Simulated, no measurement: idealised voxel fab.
The document below concerns the process module designated voxel capacitor over wiring.
We display cut, a cross-section 235 nm in width whose square cells are each 5 nm.
In this document a cross-section is written as a grid of square cells. It is given as a series of bands, listed from the top down, and a band is one or more rows of cells.
Each band's line starts with the height of the band's top and of its bottom, in nm. Then come its materials from left to right, each with its width in nm. One material with "throughout" fills the band from edge to edge. "empty" is empty space.
Where do heights start? At 0: under that level the wafer as delivered is made of one material only. And the lowest band has no floor; it just carries on downward, as in "0 down".
Width "30->40": first value at the band's top row of cells, second value at its bottom row, equal change from row to row.
A step reported as "no alteration" is a step in which no cell of the cross-section changed.
Fully enclosed voids: empty space of 8 cells or more with no open way to the top, each as width x height at its distance from the left edge, in nm
Formally, on a step line, whatever follows the settings is a remark that the simulator itself makes on the step.
The "overlay nm" setting may appear on a step's line; for a step that uses a mask, it gives how far to the right of its planned position the mask lay, and a negative value indicates the left.
THE PLANNED PROCESS STEPS ARE ENUMERATED HEREUNDER
1. RECEIVE [material Si]
2. CONFORMAL_DEP [material SiO2] [thk nm 10]
3. DIRECTIONAL_DEP [material TiN] [thk nm 5]
4. DIRECTIONAL_DEP [material Ru] [thk nm 20]
5. MASKED_ETCH [tone cover] [mask id METAL_1] [width nm 25] [pitch nm 75] [etch materials Ru] [depth nm 20] [overlay nm 0]
6. MASKED_ETCH [tone cover] [mask id METAL_1] [width nm 25] [pitch nm 75] [etch materials TiN] [depth nm 5] [overlay nm 0]
7. FILL_DEP [material lowk] [thk nm 5]
8. CMP [height nm 35]
9. CONFORMAL_DEP [material SiCN] [thk nm 5]
10. DIRECTIONAL_DEP [material SiO2] [thk nm 10]
11. PATTERN [tone open] [mask id PLUG_1] [material resist] [width nm 15] [thk nm 20] [overlay nm 0]
12. DIRECTIONAL_ETCH [etch materials SiO2] [depth nm 10]
13. DIRECTIONAL_ETCH [etch materials SiCN] [depth nm 5]
14. STRIP [etch materials resist]
15. CONFORMAL_DEP [material TiN] [thk nm 5]
16. FILL_DEP [material Ru] [thk nm 5]
17. CMP [height nm 50]
18. DIRECTIONAL_DEP [material TiN] [thk nm 10]
19. DIRECTIONAL_DEP [material SiN] [thk nm 5]
20. DIRECTIONAL_DEP [material TiN] [thk nm 10]
21. MASKED_ETCH [tone cover] [mask id UPPER_PLATE] [width nm 55] [etch materials TiN] [depth nm 10] [overlay nm 0]
22. MASKED_ETCH [tone cover] [mask id UPPER_PLATE] [width nm 55] [etch materials SiN] [depth nm 5] [overlay nm 0]
23. PATTERN [tone cover] [mask id LOWER_PLATE] [material resist] [width nm 65] [thk nm 20] [overlay nm 0]
24. DIRECTIONAL_ETCH [etch materials TiN] [depth nm 10]
25. STRIP [etch materials resist]
26. FILL_DEP [material SiO2] [thk nm 15]
27. CMP [height nm 85]
28. PATTERN [tone open] [mask id PLUG_2] [material resist] [width nm 15] [thk nm 15] [overlay nm 0]
29. DIRECTIONAL_ETCH [etch materials SiO2] [depth nm 10]
30. STRIP [etch materials resist]
31. CONFORMAL_DEP [material TiN] [thk nm 5]
32. FILL_DEP [material Ru] [thk nm 5]
33. CMP [height nm 85]
34. CONFORMAL_DEP [material SiN] [thk nm 5]
FIRST OF TWO WAFERS - AS PLANNED
AS-RECEIVED WAFER CROSS-SECTION (AFTER STEP 1)
	0 down: Si throughout
	Fully enclosed voids: none
SECTIONAL VIEW: WAFER, AFTER STEP 2
	10 to 0: SiO2 throughout
	No changes below 0.
SECTIONAL VIEW: WAFER, AFTER STEP 3
	15 to 10: TiN throughout
	No changes below 10.
SECTIONAL VIEW: WAFER, AFTER STEP 4
	35 to 15: Ru throughout
	No changes below 15.
SECTIONAL VIEW: WAFER, AFTER STEP 5
	35 to 15: empty=65, then Ru=25, then empty=50, then Ru=25, then empty=70
	No changes below 15.
SECTIONAL VIEW: WAFER, AFTER STEP 6
	35 to 15: empty=65, then Ru=25, then empty=50, then Ru=25, then empty=70
	15 to 10: empty=65, then TiN=25, then empty=50, then TiN=25, then empty=70
	No changes below 10.
SECTIONAL VIEW: WAFER, AFTER STEP 7
	40 to 35: lowk throughout
	35 to 15: lowk=65, then Ru=25, then lowk=50, then Ru=25, then lowk=70
	15 to 10: lowk=65, then TiN=25, then lowk=50, then TiN=25, then lowk=70
	No changes below 10.
SECTIONAL VIEW: WAFER, AFTER STEP 8
	35 to 15: lowk=65, then Ru=25, then lowk=50, then Ru=25, then lowk=70
	No changes below 15.
SECTIONAL VIEW: WAFER, AFTER STEP 9
	40 to 35: SiCN throughout
	No changes below 35.
SECTIONAL VIEW: WAFER, AFTER STEP 10
	50 to 40: SiO2 throughout
	No changes below 40.
SECTIONAL VIEW: WAFER, AFTER STEP 11
	70 to 50: resist=75, then empty=15, then resist=145
	No changes below 50.
SECTIONAL VIEW: WAFER, AFTER STEP 12
	70 to 50: resist=75, then empty=15, then resist=145
	50 to 40: SiO2=75, then empty=15, then SiO2=145
	No changes below 40.
SECTIONAL VIEW: WAFER, AFTER STEP 13
	70 to 50: resist=75, then empty=15, then resist=145
	50 to 40: SiO2=75, then empty=15, then SiO2=145
	40 to 35: SiCN=75, then empty=15, then SiCN=145
	No changes below 35.
SECTIONAL VIEW: WAFER, AFTER STEP 14
	50 to 40: SiO2=75, then empty=15, then SiO2=145
	No changes below 40.
SECTIONAL VIEW: WAFER, AFTER STEP 15
	55 to 50: TiN=80, then empty=5, then TiN=150
	50 to 40: SiO2=75, then TiN=5, then empty=5, then TiN=5, then SiO2=145
	40 to 35: SiCN=75, then TiN=15, then SiCN=145
	No changes below 35.
SECTIONAL VIEW: WAFER, AFTER STEP 16
	60 to 55: Ru throughout
	55 to 50: TiN=80, then Ru=5, then TiN=150
	50 to 40: SiO2=75, then TiN=5, then Ru=5, then TiN=5, then SiO2=145
	No changes below 40.
SECTIONAL VIEW: WAFER, AFTER STEP 17
	50 to 40: SiO2=75, then TiN=5, then Ru=5, then TiN=5, then SiO2=145
	No changes below 40.
SECTIONAL VIEW: WAFER, AFTER STEP 18
	60 to 50: TiN throughout
	No changes below 50.
SECTIONAL VIEW: WAFER, AFTER STEP 19
	65 to 60: SiN throughout
	No changes below 60.
SECTIONAL VIEW: WAFER, AFTER STEP 20
	75 to 65: TiN throughout
	No changes below 65.
SECTIONAL VIEW: WAFER, AFTER STEP 21
	75 to 65: empty=75, then TiN=55, then empty=105
	No changes below 65.
SECTIONAL VIEW: WAFER, AFTER STEP 22
	75 to 65: empty=75, then TiN=55, then empty=105
	65 to 60: empty=75, then SiN=55, then empty=105
	No changes below 60.
SECTIONAL VIEW: WAFER, AFTER STEP 23
	95 to 75: empty=70, then resist=65, then empty=100
	75 to 65: empty=70, then resist=5, then TiN=55, then resist=5, then empty=100
	65 to 60: empty=70, then resist=5, then SiN=55, then resist=5, then empty=100
	No changes below 60.
SECTIONAL VIEW: WAFER, AFTER STEP 24
	95 to 75: empty=70, then resist=65, then empty=100
	75 to 65: empty=70, then resist=5, then TiN=55, then resist=5, then empty=100
	65 to 60: empty=70, then resist=5, then SiN=55, then resist=5, then empty=100
	60 to 50: empty=70, then TiN=65, then empty=100
	No changes below 50.
SECTIONAL VIEW: WAFER, AFTER STEP 25
	75 to 65: empty=75, then TiN=55, then empty=105
	65 to 60: empty=75, then SiN=55, then empty=105
	No changes below 60.
SECTIONAL VIEW: WAFER, AFTER STEP 26
	90 to 75: SiO2 throughout
	75 to 65: SiO2=75, then TiN=55, then SiO2=105
	65 to 60: SiO2=75, then SiN=55, then SiO2=105
	60 to 50: SiO2=70, then TiN=65, then SiO2=100
	No changes below 50.
SECTIONAL VIEW: WAFER, AFTER STEP 27
	85 to 75: SiO2 throughout
	No changes below 75.
SECTIONAL VIEW: WAFER, AFTER STEP 28
	100 to 85: resist=85, then empty=15, then resist=135
	No changes below 85.
SECTIONAL VIEW: WAFER, AFTER STEP 29
	100 to 85: resist=85, then empty=15, then resist=135
	85 to 75: SiO2=85, then empty=15, then SiO2=135
	No changes below 75.
SECTIONAL VIEW: WAFER, AFTER STEP 30
	85 to 75: SiO2=85, then empty=15, then SiO2=135
	No changes below 75.
SECTIONAL VIEW: WAFER, AFTER STEP 31
	90 to 85: TiN=90, then empty=5, then TiN=140
	85 to 80: SiO2=85, then TiN=5, then empty=5, then TiN=5, then SiO2=135
	80 to 75: SiO2=85, then TiN=15, then SiO2=135
	No changes below 75.
SECTIONAL VIEW: WAFER, AFTER STEP 32
	95 to 90: Ru throughout
	90 to 85: TiN=90, then Ru=5, then TiN=140
	85 to 80: SiO2=85, then TiN=5, then Ru=5, then TiN=5, then SiO2=135
	No changes below 80.
SECTIONAL VIEW: WAFER, AFTER STEP 33
	85 to 80: SiO2=85, then TiN=5, then Ru=5, then TiN=5, then SiO2=135
	No changes below 80.
SECTIONAL VIEW: WAFER, AFTER STEP 34
	90 to 85: SiN throughout
	No changes below 85.
HERE THE SECOND WAFER IS DESCRIBED. ITS START AND ITS PLAN WERE THOSE OF THE FIRST WAFER. ITS RUN CONTAINED ONE MISTAKE. UP TO AND INCLUDING STEP 22, IT DID EXACTLY WHAT THE FIRST WAFER DID
SECOND WAFER SHOWN IN CROSS-SECTION AT THE TIME STEP 23 WAS SLATED TO END
	95 to 75: empty=75, then resist=60, then empty=100
	75 to 65: empty=75, then TiN=55, then resist=5, then empty=100
	65 to 60: empty=75, then SiN=55, then resist=5, then empty=100
	No changes below 60.
SECOND WAFER SHOWN IN CROSS-SECTION AT THE TIME STEP 24 WAS SLATED TO END
	95 to 75: empty=75, then resist=60, then empty=100
	75 to 65: empty=75, then TiN=55, then resist=5, then empty=100
	65 to 60: empty=75, then SiN=55, then resist=5, then empty=100
	60 to 50: empty=75, then TiN=60, then empty=100
	No changes below 50.
SECOND WAFER SHOWN IN CROSS-SECTION AT THE TIME STEP 25 WAS SLATED TO END
	75 to 65: empty=75, then TiN=55, then empty=105
	65 to 60: empty=75, then SiN=55, then empty=105
	No changes below 60.
SECOND WAFER SHOWN IN CROSS-SECTION AT THE TIME STEP 26 WAS SLATED TO END
	90 to 75: SiO2 throughout
	75 to 65: SiO2=75, then TiN=55, then SiO2=105
	65 to 60: SiO2=75, then SiN=55, then SiO2=105
	60 to 50: SiO2=75, then TiN=60, then SiO2=100
	No changes below 50.
SECOND WAFER SHOWN IN CROSS-SECTION AT THE TIME STEP 27 WAS SLATED TO END
	85 to 75: SiO2 throughout
	No changes below 75.
SECOND WAFER SHOWN IN CROSS-SECTION AT THE TIME STEP 28 WAS SLATED TO END
	100 to 85: resist=85, then empty=15, then resist=135
	No changes below 85.
SECOND WAFER SHOWN IN CROSS-SECTION AT THE TIME STEP 29 WAS SLATED TO END
	100 to 85: resist=85, then empty=15, then resist=135
	85 to 75: SiO2=85, then empty=15, then SiO2=135
	No changes below 75.
SECOND WAFER SHOWN IN CROSS-SECTION AT THE TIME STEP 30 WAS SLATED TO END
	85 to 75: SiO2=85, then empty=15, then SiO2=135
	No changes below 75.
SECOND WAFER SHOWN IN CROSS-SECTION AT THE TIME STEP 31 WAS SLATED TO END
	90 to 85: TiN=90, then empty=5, then TiN=140
	85 to 80: SiO2=85, then TiN=5, then empty=5, then TiN=5, then SiO2=135
	80 to 75: SiO2=85, then TiN=15, then SiO2=135
	No changes below 75.
SECOND WAFER SHOWN IN CROSS-SECTION AT THE TIME STEP 32 WAS SLATED TO END
	95 to 90: Ru throughout
	90 to 85: TiN=90, then Ru=5, then TiN=140
	85 to 80: SiO2=85, then TiN=5, then Ru=5, then TiN=5, then SiO2=135
	No changes below 80.
SECOND WAFER SHOWN IN CROSS-SECTION AT THE TIME STEP 33 WAS SLATED TO END
	85 to 80: SiO2=85, then TiN=5, then Ru=5, then TiN=5, then SiO2=135
	No changes below 80.
SECOND WAFER SHOWN IN CROSS-SECTION AT THE TIME STEP 34 WAS SLATED TO END
	90 to 85: SiN throughout
	No changes below 85.
Deviation noted in wafer processing: the process deviated at step 23: the operation and settings actually run there were PATTERN [tone cover] [mask id LOWER_PLATE] [material resist] [width nm 60] [thk nm 20] [overlay nm 0]
Upon completion, the second wafer contains, in terms of cells, a greater or smaller amount of certain materials than the first wafer: 2 more of SiO2, 2 fewer of TiN
